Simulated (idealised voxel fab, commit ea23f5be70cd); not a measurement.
process module | voxel local oxidation
cross-section cut | 175 nm wide | cells 5 nm
A cross-section is a grid of square cells, given in bands from the top down. A band is one or more rows of cells.
Each band's line starts with the height of the band's top and of its bottom, in nm. Then come its materials from left to right, each with its width in nm. One material with "throughout" fills the band from edge to edge. "air" is empty space.
Height 0 is the level under which the wafer as received is all one material. The lowest band goes on downwards, as in "0 down".
A width such as "30 to 40" changes by the same amount from each row of cells to the next, from the band's top row to its bottom row.
"no change" after a step means that no cell of the cross-section changed.
closed voids: empty space of 8 cells or more with no open way to the top, each as width x height at its distance from the left edge, in nm
after a step's settings: what the simulator itself notes on the step
overlay nm, on a step with a mask: how far to the right of its planned place the mask lay; to the left if negative
plan
1 op RECEIVE | material Si
2 op OXIDIZE | depth nm 5
3 op CONFORMAL_DEP | material SiN | thk nm 15
4 op PATTERN | tone cover | mask id ACTIVE | material resist | width nm 95 | thk nm 20 | overlay nm -15
5 op DIRECTIONAL_ETCH | etch materials SiN | depth nm 15
6 op STRIP | etch materials resist
7 op SELECTIVE_ETCH | etch materials SiO2 | depth nm 5
8 op OXIDIZE | depth nm 15
9 op STRIP | etch materials SiN
varied across the wafers: overlay nm of step 4. The plan shows the first wafer's value. All wafers start alike
first wafer as received, after step 1
  0 down: Si throughout
  closed voids: none
first wafer at the end, after step 9
  0 to -5: air 30 | SiO2 85 | air 60
  -5 to -20: SiO2 45 | Si 55 | SiO2 75
  -20 down: Si throughout
  closed voids: none
last wafer at the end
  0 to -5: air 60 | SiO2 85 | air 30
  -5 to -20: SiO2 75 | Si 55 | SiO2 45
  -20 down: Si throughout
  closed voids: none
each wafer at the end: cells of each material gained (+) or lost (-) since it was received, then its closed voids
overlay nm -15 | -107 Si | +89 SiO2 | closed voids: none
overlay nm -10 | -107 Si | +89 SiO2 | closed voids: none
overlay nm -5 | -107 Si | +89 SiO2 | closed voids: none
overlay nm 0 | -107 Si | +89 SiO2 | closed voids: none
overlay nm 5 | -107 Si | +89 SiO2 | closed voids: none
overlay nm 10 | -107 Si | +89 SiO2 | closed voids: none
overlay nm 15 | -107 Si | +89 SiO2 | closed voids: none
